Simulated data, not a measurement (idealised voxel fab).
This is a process module. Its name is voxel fin reveal.
Cross-sectional view cut (width: 185 nm; square cell size: 5 nm).
How to read a cross-section here: the picture is a grid of square cells, written as bands going from the top down, and any band can span one or more rows of cells.
This entry defines a band. It first specifies the height of the band's top and the height of its bottom in nm, and then specifies the band's materials from left to right, stating each material with its width in nm. The word "edge to edge" identifies a single material that fills the band from edge to edge, while the word "air" identifies empty space.
Heads up on the height convention: 0 is the point under which the incoming wafer is all one material, and the lowest band has no bottom, it just keeps going down, like "0 nm and below".
Think of "30..40" as a width that walks from the first number to the second as you go down the band, top row to bottom row, taking equal-sized steps from row to row.
Any step labelled "nothing got changed" changed none of the cells in the cross-section.
The entry "Closed voids list" lists the empty spaces that cover at least 8 cells and have no open path to the top. Each is written as width x height at distance, where the distance is measured from the left edge and all three values are in nm.
The remark found on a step's line after its settings is issued by the simulator itself and pertains to that step.
Steps that use a mask can have "overlay nm" on their line. It says how far the mask sat to the right of where it was meant to be. Negative means to the left.
**Steps in the process plan**
1 RECEIVE [material Si]
2 CONFORMAL_DEP [material SiN] [thk nm 10]
3 PATTERN [tone cover] [mask id FINS] [material resist] [width nm 15] [pitch nm 40] [thk nm 20] [overlay nm 0]
4 DIRECTIONAL_ETCH [etch materials SiN] [depth nm 10]
5 DIRECTIONAL_ETCH [etch materials Si] [depth nm 35]
6 STRIP [etch materials resist]
7 OXIDIZE [depth nm 5]
8 FILL_DEP [material SiO2] [thk nm 10]
9 CMP [height nm 10]
10 SELECTIVE_ETCH [etch materials SiO2] [depth nm 30]
11 STRIP [etch materials SiN]
12 CONFORMAL_DEP [material HfO2] [thk nm 5]
**Below: the first of two wafers, run as planned**
**Wafer cross-section on receipt, i.e. after step 1**
    0 nm and below: Si edge to edge
    Closed voids list: none
**Sectional view: wafer, after step 2**
    10 nm to 0 nm: SiN edge to edge
    At heights below 0, the structure remains unaltered.
**Sectional view: wafer, after step 3**
    30 nm to 10 nm: 65 of air | 15 of resist | 25 of air | 15 of resist | 65 of air
    At heights below 10, the structure remains unaltered.
**Sectional view: wafer, after step 4**
    30 nm to 10 nm: 65 of air | 15 of resist | 25 of air | 15 of resist | 65 of air
    10 nm to 0 nm: 65 of air | 15 of SiN | 25 of air | 15 of SiN | 65 of air
    At heights below 0, the structure remains unaltered.
**Sectional view: wafer, after step 5**
    30 nm to 10 nm: 65 of air | 15 of resist | 25 of air | 15 of resist | 65 of air
    10 nm to 0 nm: 65 of air | 15 of SiN | 25 of air | 15 of SiN | 65 of air
    0 nm to -35 nm: 65 of air | 15 of Si | 25 of air | 15 of Si | 65 of air
    At heights below -35, the structure remains unaltered.
**Sectional view: wafer, after step 6**
    10 nm to 0 nm: 65 of air | 15 of SiN | 25 of air | 15 of SiN | 65 of air
    At heights below 0, the structure remains unaltered.
**Sectional view: wafer, after step 7**
    10 nm to 0 nm: 65 of air | 15 of SiN | 25 of air | 15 of SiN | 65 of air
    0 nm to -35 nm: 65 of air | 5 of SiO2 | 5 of Si | 5 of SiO2 | 25 of air | 5 of SiO2 | 5 of Si | 5 of SiO2 | 65 of air
    -35 nm to -40 nm: 70 of SiO2 | 5 of Si | 35 of SiO2 | 5 of Si | 70 of SiO2
    At heights below -40, the structure remains unaltered.
**Sectional view: wafer, after step 8**
    20 nm to 10 nm: SiO2 edge to edge
    10 nm to 0 nm: 65 of SiO2 | 15 of SiN | 25 of SiO2 | 15 of SiN | 65 of SiO2
    0 nm to -40 nm: 70 of SiO2 | 5 of Si | 35 of SiO2 | 5 of Si | 70 of SiO2
    At heights below -40, the structure remains unaltered.
**Sectional view: wafer, after step 9**
    10 nm to 0 nm: 65 of SiO2 | 15 of SiN | 25 of SiO2 | 15 of SiN | 65 of SiO2
    At heights below 0, the structure remains unaltered.
**Sectional view: wafer, after step 10**
    10 nm to 0 nm: 65 of air | 15 of SiN | 25 of air | 15 of SiN | 65 of air
    0 nm to -20 nm: 70 of air | 5 of Si | 35 of air | 5 of Si | 70 of air
    At heights below -20, the structure remains unaltered.
**Sectional view: wafer, after step 11**
    0 nm to -20 nm: 70 of air | 5 of Si | 35 of air | 5 of Si | 70 of air
    At heights below -20, the structure remains unaltered.
**Sectional view: wafer, after step 12**
    5 nm to 0 nm: 65 of air | 15 of HfO2 | 25 of air | 15 of HfO2 | 65 of air
    0 nm to -15 nm: 65 of air | 5 of HfO2 | 5 of Si | 5 of HfO2 | 25 of air | 5 of HfO2 | 5 of Si | 5 of HfO2 | 65 of air
    -15 nm to -20 nm: 70 of HfO2 | 5 of Si | 35 of HfO2 | 5 of Si | 70 of HfO2
    At heights below -20, the structure remains unaltered.
**Second wafer, same starting conditions and recipe as the first, one mistake in executing it, nothing differs from the first up to and including step 4**
**Second wafer cross-section, taken as of the time the plan sets for step 5 to be done**
    30 nm to 10 nm: 65 of air | 15 of resist | 25 of air | 15 of resist | 65 of air
    10 nm to 0 nm: 65 of air | 15 of SiN | 25 of air | 15 of SiN | 65 of air
    0 nm to -45 nm: 65 of air | 15 of Si | 25 of air | 15 of Si | 65 of air
    At heights below -45, the structure remains unaltered.
**Second wafer cross-section, taken as of the time the plan sets for step 6 to be done**
    10 nm to 0 nm: 65 of air | 15 of SiN | 25 of air | 15 of SiN | 65 of air
    At heights below 0, the structure remains unaltered.
**Second wafer cross-section, taken as of the time the plan sets for step 7 to be done**
    10 nm to 0 nm: 65 of air | 15 of SiN | 25 of air | 15 of SiN | 65 of air
    0 nm to -45 nm: 65 of air | 5 of SiO2 | 5 of Si | 5 of SiO2 | 25 of air | 5 of SiO2 | 5 of Si | 5 of SiO2 | 65 of air
    -45 nm to -50 nm: 70 of SiO2 | 5 of Si | 35 of SiO2 | 5 of Si | 70 of SiO2
    At heights below -50, the structure remains unaltered.
**Second wafer cross-section, taken as of the time the plan sets for step 8 to be done**
    20 nm to 10 nm: SiO2 edge to edge
    10 nm to 0 nm: 65 of SiO2 | 15 of SiN | 25 of SiO2 | 15 of SiN | 65 of SiO2
    0 nm to -50 nm: 70 of SiO2 | 5 of Si | 35 of SiO2 | 5 of Si | 70 of SiO2
    At heights below -50, the structure remains unaltered.
**Second wafer cross-section, taken as of the time the plan sets for step 9 to be done**
    10 nm to 0 nm: 65 of SiO2 | 15 of SiN | 25 of SiO2 | 15 of SiN | 65 of SiO2
    At heights below 0, the structure remains unaltered.
**Second wafer cross-section, taken as of the time the plan sets for step 10 to be done**
    10 nm to 0 nm: 65 of air | 15 of SiN | 25 of air | 15 of SiN | 65 of air
    0 nm to -20 nm: 70 of air | 5 of Si | 35 of air | 5 of Si | 70 of air
    At heights below -20, the structure remains unaltered.
**Second wafer cross-section, taken as of the time the plan sets for step 11 to be done**
    0 nm to -20 nm: 70 of air | 5 of Si | 35 of air | 5 of Si | 70 of air
    At heights below -20, the structure remains unaltered.
**Second wafer cross-section, taken as of the time the plan sets for step 12 to be done**
    5 nm to 0 nm: 65 of air | 15 of HfO2 | 25 of air | 15 of HfO2 | 65 of air
    0 nm to -15 nm: 65 of air | 5 of HfO2 | 5 of Si | 5 of HfO2 | 25 of air | 5 of HfO2 | 5 of Si | 5 of HfO2 | 65 of air
    -15 nm to -20 nm: 70 of HfO2 | 5 of Si | 35 of HfO2 | 5 of Si | 70 of HfO2
    At heights below -20, the structure remains unaltered.
Heads up, the wafer didn't run the way we planned it: note that step 5 departed from the planned setting and was carried out as DIRECTIONAL_ETCH [etch materials Si] [depth nm 45]
Count the cells at the end and the second wafer has more or fewer of some materials than the first: 70 fewer of Si | 70 more of SiO2
